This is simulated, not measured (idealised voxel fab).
process module | voxel ribs on slabs
cross-section cut | 150 nm wide | cells 5 nm
A cross-section is a grid of square cells, given in bands from the top down. A band is one or more rows of cells.
Each band's line starts with the height of the band's top and of its bottom, in nm. Then come its materials from left to right, each with its width in nm. One material with "throughout" fills the band from edge to edge. "air" is empty space.
Height 0 is the level under which the wafer as received is all one material. The lowest band goes on downwards, as in "0 down".
A width such as "30 to 40" changes by the same amount from each row of cells to the next, from the band's top row to its bottom row.
"no change" after a step means that no cell of the cross-section changed.
closed voids: empty space of 8 cells or more with no open way to the top, each as width x height at its distance from the left edge, in nm
after a step's settings: what the simulator itself notes on the step
overlay nm, on a step with a mask: how far to the right of its planned place the mask lay; to the left if negative
plan
1 op RECEIVE | material Si
2 op DIRECTIONAL_DEP | material SiO2 | thk nm 30
3 op DIRECTIONAL_DEP | material polySi | thk nm 20
4 op DIRECTIONAL_DEP | material aC | thk nm 15
5 op PATTERN | tone cover | mask id RIB | material resist | width nm 20 | thk nm 30 | overlay nm 0
6 op DIRECTIONAL_ETCH | etch materials aC | depth nm 15
7 op STRIP | etch materials resist
8 op DIRECTIONAL_ETCH | etch materials polySi | depth nm 15
9 op STRIP | etch materials aC
10 op PATTERN | tone cover | mask id SLAB | material resist | width nm 60 | thk nm 15 | overlay nm -15
11 op DIRECTIONAL_ETCH | etch materials polySi | depth nm 5
12 op STRIP | etch materials resist
13 op FILL_DEP | material SiO2 | thk nm 25
14 op CMP | height nm 65
15 op DIRECTIONAL_DEP | material W | thk nm 5
16 op PATTERN | tone cover | mask id HEATER | material resist | width nm 30 | thk nm 15 | overlay nm 0
17 op DIRECTIONAL_ETCH | etch materials W | depth nm 5
18 op STRIP | etch materials resist
19 op CONFORMAL_DEP | material SiO2 | thk nm 5
varied across the wafers: overlay nm of step 10. The plan shows the first wafer's value. All wafers start alike
first wafer as received, after step 1
  0 down: Si throughout
  closed voids: none
first wafer at the end, after step 19
  75 to 70: air 55 | SiO2 40 | air 55
  70 to 65: SiO2 60 | W 30 | SiO2 60
  65 to 50: SiO2 throughout
  50 to 35: SiO2 65 | polySi 20 | SiO2 65
  35 to 30: SiO2 30 | polySi 60 | SiO2 60
  30 to 0: SiO2 throughout
  0 down: Si throughout
  closed voids: none
last wafer at the end
  75 to 70: air 55 | SiO2 40 | air 55
  70 to 65: SiO2 60 | W 30 | SiO2 60
  65 to 50: SiO2 throughout
  50 to 35: SiO2 65 | polySi 20 | SiO2 65
  35 to 30: SiO2 60 | polySi 60 | SiO2 30
  30 to 0: SiO2 throughout
  0 down: Si throughout
  closed voids: none
each wafer at the end: cells of each material gained (+) or lost (-) since it was received, then its closed voids
overlay nm -15 | +398 SiO2 | +6 W | +24 polySi | closed voids: none
overlay nm -10 | +398 SiO2 | +6 W | +24 polySi | closed voids: none
overlay nm -5 | +398 SiO2 | +6 W | +24 polySi | closed voids: none
overlay nm 0 | +398 SiO2 | +6 W | +24 polySi | closed voids: none
overlay nm 5 | +398 SiO2 | +6 W | +24 polySi | closed voids: none
overlay nm 10 | +398 SiO2 | +6 W | +24 polySi | closed voids: none
overlay nm 15 | +398 SiO2 | +6 W | +24 polySi | closed voids: none
